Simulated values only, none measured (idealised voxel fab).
The following process module bears the name voxel plated lines.
Square cell edge 5 nm, section width 225 nm, ID cut.
Heads up, the way a cross-section reads in here is a grid of square cells, handed over as bands from the top down, with every band being one or more rows of cells. For a band, the entry starts with two heights in nm, that of the top and then that of the bottom, and carries on with the band's materials in order from left to right, each alongside its width in nm; the word "full width" beside a single material means it fills the band edge to edge, and "empty" means empty space. Convention: height 0 is the level below which the wafer, as received, is all one material. The lowest band does not terminate at the bottom but continues downward, represented as "top 0, no bottom". Graded width ("30 to 40"): value in top row of band = first number; value in bottom row = second number; row-to-row change constant. When a step is marked "stayed the same", none of the cells in the cross-section changed during that step. Listed in "Entrapped voids": every empty space of 8 or more cells without an open way to the top. Form: width x height at distance, the distance being from the left edge, all in nm. The remark found on a step's line after its settings is issued by the simulator itself and pertains to that step. overlay nm, on a step with a mask: how far to the right of its planned place the mask lay; to the left if negative.
PROCESS STEPS - PLAN
1 RECEIVE (material Si)
2 CONFORMAL_DEP (material Al2O3; thk nm 10)
3 DIRECTIONAL_DEP (material TiN; thk nm 5)
4 PATTERN (tone open; mask id LINES; material resist; width nm 25; pitch nm 55; thk nm 15; overlay nm 0)
5 EPI (material Ru; thk nm 10)
6 STRIP (etch materials resist)
7 DIRECTIONAL_ETCH (etch materials TiN; depth nm 5)
8 CONFORMAL_DEP (material SiO2; thk nm 10)
CROSS-SECTION OF THE WAFER AT RECEIPT, WHICH IS THE CONDITION AFTER STEP 1
	top 0, no bottom: Si full width
	Entrapped voids: none
LOOKING AT THE FIRST OF TWO WAFERS IN CROSS-SECTION AT END OF MODULE - RAN TO PLAN
	top 35, bottom 25: empty 60, SiO2 45, empty 10, SiO2 45, empty 65
	top 25, bottom 20: empty 60, SiO2 10, Ru 25, SiO2 10, empty 10, SiO2 10, Ru 25, SiO2 10, empty 65
	top 20, bottom 15: SiO2 70, Ru 25, SiO2 30, Ru 25, SiO2 75
	top 15, bottom 10: SiO2 70, TiN 25, SiO2 30, TiN 25, SiO2 75
	top 10, bottom 0: Al2O3 full width
	top 0, no bottom: Si full width
	Entrapped voids: none
SECOND WAFER OF THE TWO, SECTIONED AT THE END OF THE MODULE. IT BEGAN LIKE THE FIRST AND FOLLOWED THE SAME PLAN, BUT ONE MISTAKE WAS MADE WHILE RUNNING IT
	top 35, bottom 25: empty 60, SiO2 45, empty 10, SiO2 45, empty 65
	top 25, bottom 20: empty 60, SiO2 10, Ru 25, SiO2 10, empty 10, SiO2 10, Ru 25, SiO2 10, empty 65
	top 20, bottom 15: SiO2 70, Ru 25, SiO2 30, Ru 25, SiO2 75
	top 15, bottom 10: SiO2 70, TiN 25, SiO2 30, TiN 25, SiO2 75
	top 10, bottom 0: Ru full width
	top 0, no bottom: Si full width
	Entrapped voids: none
Short version of what went wrong: rather than as planned, step 2 actually ran as CONFORMAL_DEP (material Ru; thk nm 10)
It is noted that, at the conclusion of processing, the second wafer exhibits a higher or lower cell count for certain materials relative to the first: Al2O3: 90 fewer, Ru: 90 more
